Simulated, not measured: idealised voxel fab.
Process module heading - voxel released beams
It is cross-section cut that appears here, measuring 240 nm in width, its square cells being 5 nm in size.
Reading order for cross-sections: top band down to bottom band. Underlying form: a grid of square cells. Band size: one or more rows of cells. Basically the band line says how high the top is and how high the bottom is, in nm, and then what's in it from left to right, every material with its width in nm. Empty space shows up as "empty", and if a single material carries "throughout" it runs the full band edge to edge. All heights in this document are referenced to 0, defined as the level beneath which the wafer, as received, consists entirely of one material. The lowest band is not bounded below; it extends indefinitely downward and is written in the form "0 -> down". Top row gets the first number, bottom row gets the second, and each row in between changes by the same step: that is how a band width like "30..40" works. "left unchanged" after a step means that no cell of the cross-section changed. "Enclosed voids" - sealed voids, min. 8 cells, no opening to top; format: width x height at distance (distance from left edge; nm throughout). Past the settings on a step's line: simulator remark, on that step. Regarding "overlay nm": on a step with a mask, it is the distance the mask lay to the right of its planned place; a negative value places it to the left.
Process steps foreseen in the plan:
- 1: RECEIVE, material Si
- 2: CONFORMAL_DEP, material SiN, thk nm 5
- 3: DIRECTIONAL_DEP, material SiO2, thk nm 20
- 4: DIRECTIONAL_DEP, material aC, thk nm 5
- 5: PATTERN, tone open, mask id ANCHOR, material resist, width nm 40, thk nm 25, overlay nm 0
- 6: DIRECTIONAL_ETCH, etch materials aC, depth nm 10
- 7: STRIP, etch materials resist
- 8: DIRECTIONAL_ETCH, etch materials SiO2, depth nm 20
- 9: STRIP, etch materials aC
- 10: CONFORMAL_DEP, material polySi, thk nm 15
- 11: DIRECTIONAL_DEP, material aC, thk nm 10
- 12: PATTERN, tone cover, mask id BEAM, material resist, width nm 90, thk nm 30, overlay nm 0
- 13: DIRECTIONAL_ETCH, etch materials aC, depth nm 10
- 14: STRIP, etch materials resist
- 15: DIRECTIONAL_ETCH, etch materials polySi, depth nm 15
- 16: STRIP, etch materials aC
- 17: STRIP, etch materials SiO2
All wafers enter the flow in the same state. The thk nm at step 4 differs from wafer to wafer, and the plan gives the value for the first wafer.
Received condition of the first of several wafers, sectioned: post-step 1:
> 0 -> down | Si throughout
> Enclosed voids: none
Once step 17, the last step, is complete, the module is at its end; this is the cross-section of the first of several wafers:
> 40 -> 25 | empty=70, polySi=20, empty=10, polySi=60, empty=80
> 25 -> 20 | empty=75, polySi=15, empty=10, polySi=15, empty=125
> 20 -> 5 | empty=75, polySi=40, empty=125
> 5 -> 0 | SiN throughout
> 0 -> down | Si throughout
> Enclosed voids: none
Cross-section of the last wafer at end of module:
> 5 -> 0 | SiN throughout
> 0 -> down | Si throughout
> Enclosed voids: none
What follows is a table in which each wafer occupies a row; for the wafer as it stands at the close of the module, the row states, material by material, how many cells have been gained (+) or lost (-) since receipt, and then gives its closed voids:
thk nm 5 | +48 SiN | +78 polySi | Enclosed voids: none
thk nm 10 | +48 SiN | +78 polySi | Enclosed voids: none
thk nm 15 | +48 SiN | Enclosed voids: none
thk nm 20 | +48 SiN | Enclosed voids: none
thk nm 25 | +48 SiN | Enclosed voids: none
